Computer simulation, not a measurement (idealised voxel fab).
Process module, titled voxel air gaps
This is section cut - it's 290 nm across, gridded in 5 nm square cells.
A cross-section in this document is a grid of square cells, and it is written down as bands, the top band listed before the ones below it; a band is made up of one or more rows of cells.
Per band: top height and bottom height in nm, followed by the left-to-right materials and their widths in nm; "edge to edge" marks a single material spanning edge to edge, "air" marks empty space.
Height reference: 0 = level under which incoming wafer is all one material. Lowest band: no bottom, runs on downward, e.g. "top 0, no bottom".
You'd read "30 to 40" like this: the band's top row of cells is as wide as the first number, its bottom row is as wide as the second, and going down, every row changes width by the same amount as the row before did.
"nothing changed", as given for a step, is the statement that not any cell of the cross-section underwent a change during that step.
Entry "Sealed void inventory". Content: empty spaces with no open connection to the top, size 8 cells or greater. Each: width x height at distance. Distance: from left edge. Unit: nm.
Post-settings text on a step line: simulator's own remark regarding the step.
The line of a step may include "overlay nm". On a step with a mask, this value is how far to the right of its planned place the mask lay. A negative value means the mask lay to the left.
# So here's the lineup of process steps we planned
- 1: RECEIVE | material Si
- 2: CONFORMAL_DEP | material SiO2 | thk nm 15
- 3: CONFORMAL_DEP | material SiCN | thk nm 5
- 4: DIRECTIONAL_DEP | material SiO2 | thk nm 40
- 5: DIRECTIONAL_DEP | material aC | thk nm 15
- 6: PATTERN | tone open | mask id LINES | material resist | width nm 20 | pitch nm 45 | thk nm 30 | overlay nm 0
- 7: DIRECTIONAL_ETCH | etch materials aC | depth nm 15
- 8: STRIP | etch materials resist
- 9: DIRECTIONAL_ETCH | etch materials SiO2 | depth nm 40
- 10: STRIP | etch materials aC
- 11: CONFORMAL_DEP | material TiN | thk nm 5
- 12: FILL_DEP | material W | thk nm 5
- 13: CMP | height nm 60
- 14: EPI | material Ru | thk nm 10
- 15: SELECTIVE_ETCH | etch materials SiO2 | depth nm 50
- 16: CONFORMAL_DEP | material SiCN | thk nm 5
# Run as planned: first of two wafers
# Cross-section of the wafer at receipt, which is the condition after step 1
* top 0, no bottom = Si edge to edge
* Sealed void inventory: none
# After step 2, in cross-section
* top 15, bottom 0 = SiO2 edge to edge
* Rest of section, below 0: as before.
# After step 3, in cross-section
* top 20, bottom 15 = SiCN edge to edge
* Rest of section, below 15: as before.
# After step 4, in cross-section
* top 60, bottom 20 = SiO2 edge to edge
* Rest of section, below 20: as before.
# After step 5, in cross-section
* top 75, bottom 60 = aC edge to edge
* Rest of section, below 60: as before.
# After step 6, in cross-section
* top 105, bottom 75 = resist 65 nm, then air 20 nm, then resist 25 nm, then air 20 nm, then resist 25 nm, then air 20 nm, then resist 25 nm, then air 20 nm, then resist 70 nm
* Rest of section, below 75: as before.
# After step 7, in cross-section
* top 90, bottom 75 = resist 65 nm, then air 20 nm, then resist 25 nm, then air 20 nm, then resist 25 nm, then air 20 nm, then resist 25 nm, then air 20 nm, then resist 70 nm
* top 75, bottom 60 = aC 65 nm, then air 20 nm, then aC 25 nm, then air 20 nm, then aC 25 nm, then air 20 nm, then aC 25 nm, then air 20 nm, then aC 70 nm
* Rest of section, below 60: as before.
# After step 8, in cross-section
* top 75, bottom 60 = aC 65 nm, then air 20 nm, then aC 25 nm, then air 20 nm, then aC 25 nm, then air 20 nm, then aC 25 nm, then air 20 nm, then aC 70 nm
* Rest of section, below 60: as before.
# After step 9, in cross-section
* top 75, bottom 60 = aC 65 nm, then air 20 nm, then aC 25 nm, then air 20 nm, then aC 25 nm, then air 20 nm, then aC 25 nm, then air 20 nm, then aC 70 nm
* top 60, bottom 20 = SiO2 65 nm, then air 20 nm, then SiO2 25 nm, then air 20 nm, then SiO2 25 nm, then air 20 nm, then SiO2 25 nm, then air 20 nm, then SiO2 70 nm
* Rest of section, below 20: as before.
# After step 10, in cross-section
* top 60, bottom 20 = SiO2 65 nm, then air 20 nm, then SiO2 25 nm, then air 20 nm, then SiO2 25 nm, then air 20 nm, then SiO2 25 nm, then air 20 nm, then SiO2 70 nm
* Rest of section, below 20: as before.
# After step 11, in cross-section
* top 65, bottom 60 = TiN 70 nm, then air 10 nm, then TiN 35 nm, then air 10 nm, then TiN 35 nm, then air 10 nm, then TiN 35 nm, then air 10 nm, then TiN 75 nm
* top 60, bottom 25 = SiO2 65 nm, then TiN 5 nm, then air 10 nm, then TiN 5 nm, then SiO2 25 nm, then TiN 5 nm, then air 10 nm, then TiN 5 nm, then SiO2 25 nm, then TiN 5 nm, then air 10 nm, then TiN 5 nm, then SiO2 25 nm, then TiN 5 nm, then air 10 nm, then TiN 5 nm, then SiO2 70 nm
* top 25, bottom 20 = SiO2 65 nm, then TiN 20 nm, then SiO2 25 nm, then TiN 20 nm, then SiO2 25 nm, then TiN 20 nm, then SiO2 25 nm, then TiN 20 nm, then SiO2 70 nm
* Rest of section, below 20: as before.
# After step 12, in cross-section
* top 70, bottom 65 = W edge to edge
* top 65, bottom 60 = TiN 70 nm, then W 10 nm, then TiN 35 nm, then W 10 nm, then TiN 35 nm, then W 10 nm, then TiN 35 nm, then W 10 nm, then TiN 75 nm
* top 60, bottom 25 = SiO2 65 nm, then TiN 5 nm, then W 10 nm, then TiN 5 nm, then SiO2 25 nm, then TiN 5 nm, then W 10 nm, then TiN 5 nm, then SiO2 25 nm, then TiN 5 nm, then W 10 nm, then TiN 5 nm, then SiO2 25 nm, then TiN 5 nm, then W 10 nm, then TiN 5 nm, then SiO2 70 nm
* Rest of section, below 25: as before.
# After step 13, in cross-section
* top 60, bottom 25 = SiO2 65 nm, then TiN 5 nm, then W 10 nm, then TiN 5 nm, then SiO2 25 nm, then TiN 5 nm, then W 10 nm, then TiN 5 nm, then SiO2 25 nm, then TiN 5 nm, then W 10 nm, then TiN 5 nm, then SiO2 25 nm, then TiN 5 nm, then W 10 nm, then TiN 5 nm, then SiO2 70 nm
* Rest of section, below 25: as before.
# After step 14, in cross-section
* top 70, bottom 60 = air 55 nm, then Ru 40 nm, then air 5 nm, then Ru 40 nm, then air 5 nm, then Ru 40 nm, then air 5 nm, then Ru 40 nm, then air 60 nm
* Rest of section, below 60: as before.
# After step 15, in cross-section
* top 70, bottom 60 = air 55 nm, then Ru 40 nm, then air 5 nm, then Ru 40 nm, then air 5 nm, then Ru 40 nm, then air 5 nm, then Ru 40 nm, then air 60 nm
* top 60, bottom 25 = air 65 nm, then TiN 5 nm, then W 10 nm, then TiN 5 nm, then air 25 nm, then TiN 5 nm, then W 10 nm, then TiN 5 nm, then air 25 nm, then TiN 5 nm, then W 10 nm, then TiN 5 nm, then air 25 nm, then TiN 5 nm, then W 10 nm, then TiN 5 nm, then air 70 nm
* top 25, bottom 20 = air 65 nm, then TiN 20 nm, then air 25 nm, then TiN 20 nm, then air 25 nm, then TiN 20 nm, then air 25 nm, then TiN 20 nm, then air 70 nm
* Rest of section, below 20: as before.
# After step 16, in cross-section
* top 75, bottom 70 = air 50 nm, then SiCN 185 nm, then air 55 nm
* top 70, bottom 60 = air 50 nm, then SiCN 5 nm, then Ru 40 nm, then SiCN 5 nm, then Ru 40 nm, then SiCN 5 nm, then Ru 40 nm, then SiCN 5 nm, then Ru 40 nm, then SiCN 5 nm, then air 55 nm
* top 60, bottom 55 = air 50 nm, then SiCN 15 nm, then TiN 5 nm, then W 10 nm, then TiN 5 nm, then SiCN 25 nm, then TiN 5 nm, then W 10 nm, then TiN 5 nm, then SiCN 25 nm, then TiN 5 nm, then W 10 nm, then TiN 5 nm, then SiCN 25 nm, then TiN 5 nm, then W 10 nm, then TiN 5 nm, then SiCN 15 nm, then air 55 nm
* top 55, bottom 25 = air 60 nm, then SiCN 5 nm, then TiN 5 nm, then W 10 nm, then TiN 5 nm, then SiCN 5 nm, then air 15 nm, then SiCN 5 nm, then TiN 5 nm, then W 10 nm, then TiN 5 nm, then SiCN 5 nm, then air 15 nm, then SiCN 5 nm, then TiN 5 nm, then W 10 nm, then TiN 5 nm, then SiCN 5 nm, then air 15 nm, then SiCN 5 nm, then TiN 5 nm, then W 10 nm, then TiN 5 nm, then SiCN 5 nm, then air 65 nm
* top 25, bottom 20 = SiCN 65 nm, then TiN 20 nm, then SiCN 25 nm, then TiN 20 nm, then SiCN 25 nm, then TiN 20 nm, then SiCN 25 nm, then TiN 20 nm, then SiCN 70 nm
* Rest of section, below 20: as before.
* Sealed void inventory: 15 x 30 at 90; 15 x 30 at 135; 15 x 30 at 180
# Second wafer, same starting conditions and recipe as the first, one mistake in executing it, nothing differs from the first up to and including step 5
# Cross-sectional view of the second wafer at the intended end time of process step 6
* top 105, bottom 75 = resist 60 nm, then air 20 nm, then resist 25 nm, then air 20 nm, then resist 25 nm, then air 20 nm, then resist 25 nm, then air 20 nm, then resist 75 nm
* Rest of section, below 75: as before.
# Cross-sectional view of the second wafer at the intended end time of process step 7
* top 90, bottom 75 = resist 60 nm, then air 20 nm, then resist 25 nm, then air 20 nm, then resist 25 nm, then air 20 nm, then resist 25 nm, then air 20 nm, then resist 75 nm
* top 75, bottom 60 = aC 60 nm, then air 20 nm, then aC 25 nm, then air 20 nm, then aC 25 nm, then air 20 nm, then aC 25 nm, then air 20 nm, then aC 75 nm
* Rest of section, below 60: as before.
# Cross-sectional view of the second wafer at the intended end time of process step 8
* top 75, bottom 60 = aC 60 nm, then air 20 nm, then aC 25 nm, then air 20 nm, then aC 25 nm, then air 20 nm, then aC 25 nm, then air 20 nm, then aC 75 nm
* Rest of section, below 60: as before.
# Cross-sectional view of the second wafer at the intended end time of process step 9
* top 75, bottom 60 = aC 60 nm, then air 20 nm, then aC 25 nm, then air 20 nm, then aC 25 nm, then air 20 nm, then aC 25 nm, then air 20 nm, then aC 75 nm
* top 60, bottom 20 = SiO2 60 nm, then air 20 nm, then SiO2 25 nm, then air 20 nm, then SiO2 25 nm, then air 20 nm, then SiO2 25 nm, then air 20 nm, then SiO2 75 nm
* Rest of section, below 20: as before.
# Cross-sectional view of the second wafer at the intended end time of process step 10
* top 60, bottom 20 = SiO2 60 nm, then air 20 nm, then SiO2 25 nm, then air 20 nm, then SiO2 25 nm, then air 20 nm, then SiO2 25 nm, then air 20 nm, then SiO2 75 nm
* Rest of section, below 20: as before.
# Cross-sectional view of the second wafer at the intended end time of process step 11
* top 65, bottom 60 = TiN 65 nm, then air 10 nm, then TiN 35 nm, then air 10 nm, then TiN 35 nm, then air 10 nm, then TiN 35 nm, then air 10 nm, then TiN 80 nm
* top 60, bottom 25 = SiO2 60 nm, then TiN 5 nm, then air 10 nm, then TiN 5 nm, then SiO2 25 nm, then TiN 5 nm, then air 10 nm, then TiN 5 nm, then SiO2 25 nm, then TiN 5 nm, then air 10 nm, then TiN 5 nm, then SiO2 25 nm, then TiN 5 nm, then air 10 nm, then TiN 5 nm, then SiO2 75 nm
* top 25, bottom 20 = SiO2 60 nm, then TiN 20 nm, then SiO2 25 nm, then TiN 20 nm, then SiO2 25 nm, then TiN 20 nm, then SiO2 25 nm, then TiN 20 nm, then SiO2 75 nm
* Rest of section, below 20: as before.
# Cross-sectional view of the second wafer at the intended end time of process step 12
* top 70, bottom 65 = W edge to edge
* top 65, bottom 60 = TiN 65 nm, then W 10 nm, then TiN 35 nm, then W 10 nm, then TiN 35 nm, then W 10 nm, then TiN 35 nm, then W 10 nm, then TiN 80 nm
* top 60, bottom 25 = SiO2 60 nm, then TiN 5 nm, then W 10 nm, then TiN 5 nm, then SiO2 25 nm, then TiN 5 nm, then W 10 nm, then TiN 5 nm, then SiO2 25 nm, then TiN 5 nm, then W 10 nm, then TiN 5 nm, then SiO2 25 nm, then TiN 5 nm, then W 10 nm, then TiN 5 nm, then SiO2 75 nm
* Rest of section, below 25: as before.
# Cross-sectional view of the second wafer at the intended end time of process step 13
* top 60, bottom 25 = SiO2 60 nm, then TiN 5 nm, then W 10 nm, then TiN 5 nm, then SiO2 25 nm, then TiN 5 nm, then W 10 nm, then TiN 5 nm, then SiO2 25 nm, then TiN 5 nm, then W 10 nm, then TiN 5 nm, then SiO2 25 nm, then TiN 5 nm, then W 10 nm, then TiN 5 nm, then SiO2 75 nm
* Rest of section, below 25: as before.
# Cross-sectional view of the second wafer at the intended end time of process step 14
* top 70, bottom 60 = air 50 nm, then Ru 40 nm, then air 5 nm, then Ru 40 nm, then air 5 nm, then Ru 40 nm, then air 5 nm, then Ru 40 nm, then air 65 nm
* Rest of section, below 60: as before.
# Cross-sectional view of the second wafer at the intended end time of process step 15
* top 70, bottom 60 = air 50 nm, then Ru 40 nm, then air 5 nm, then Ru 40 nm, then air 5 nm, then Ru 40 nm, then air 5 nm, then Ru 40 nm, then air 65 nm
* top 60, bottom 25 = air 60 nm, then TiN 5 nm, then W 10 nm, then TiN 5 nm, then air 25 nm, then TiN 5 nm, then W 10 nm, then TiN 5 nm, then air 25 nm, then TiN 5 nm, then W 10 nm, then TiN 5 nm, then air 25 nm, then TiN 5 nm, then W 10 nm, then TiN 5 nm, then air 75 nm
* top 25, bottom 20 = air 60 nm, then TiN 20 nm, then air 25 nm, then TiN 20 nm, then air 25 nm, then TiN 20 nm, then air 25 nm, then TiN 20 nm, then air 75 nm
* Rest of section, below 20: as before.
# Cross-sectional view of the second wafer at the intended end time of process step 16
* top 75, bottom 70 = air 45 nm, then SiCN 185 nm, then air 60 nm
* top 70, bottom 60 = air 45 nm, then SiCN 5 nm, then Ru 40 nm, then SiCN 5 nm, then Ru 40 nm, then SiCN 5 nm, then Ru 40 nm, then SiCN 5 nm, then Ru 40 nm, then SiCN 5 nm, then air 60 nm
* top 60, bottom 55 = air 45 nm, then SiCN 15 nm, then TiN 5 nm, then W 10 nm, then TiN 5 nm, then SiCN 25 nm, then TiN 5 nm, then W 10 nm, then TiN 5 nm, then SiCN 25 nm, then TiN 5 nm, then W 10 nm, then TiN 5 nm, then SiCN 25 nm, then TiN 5 nm, then W 10 nm, then TiN 5 nm, then SiCN 15 nm, then air 60 nm
* top 55, bottom 25 = air 55 nm, then SiCN 5 nm, then TiN 5 nm, then W 10 nm, then TiN 5 nm, then SiCN 5 nm, then air 15 nm, then SiCN 5 nm, then TiN 5 nm, then W 10 nm, then TiN 5 nm, then SiCN 5 nm, then air 15 nm, then SiCN 5 nm, then TiN 5 nm, then W 10 nm, then TiN 5 nm, then SiCN 5 nm, then air 15 nm, then SiCN 5 nm, then TiN 5 nm, then W 10 nm, then TiN 5 nm, then SiCN 5 nm, then air 70 nm
* top 25, bottom 20 = SiCN 60 nm, then TiN 20 nm, then SiCN 25 nm, then TiN 20 nm, then SiCN 25 nm, then TiN 20 nm, then SiCN 25 nm, then TiN 20 nm, then SiCN 75 nm
* Rest of section, below 20: as before.
* Sealed void inventory: 15 x 30 at 85; 15 x 30 at 130; 15 x 30 at 175
So what did we get wrong on this run? step 6 was processed under conditions differing from the plan, specifically as PATTERN | tone open | mask id LINES | material resist | width nm 20 | pitch nm 45 | thk nm 30 | overlay nm -5
Heads up: at the end the two wafers have identical cell counts per material, they're just laid out differently.
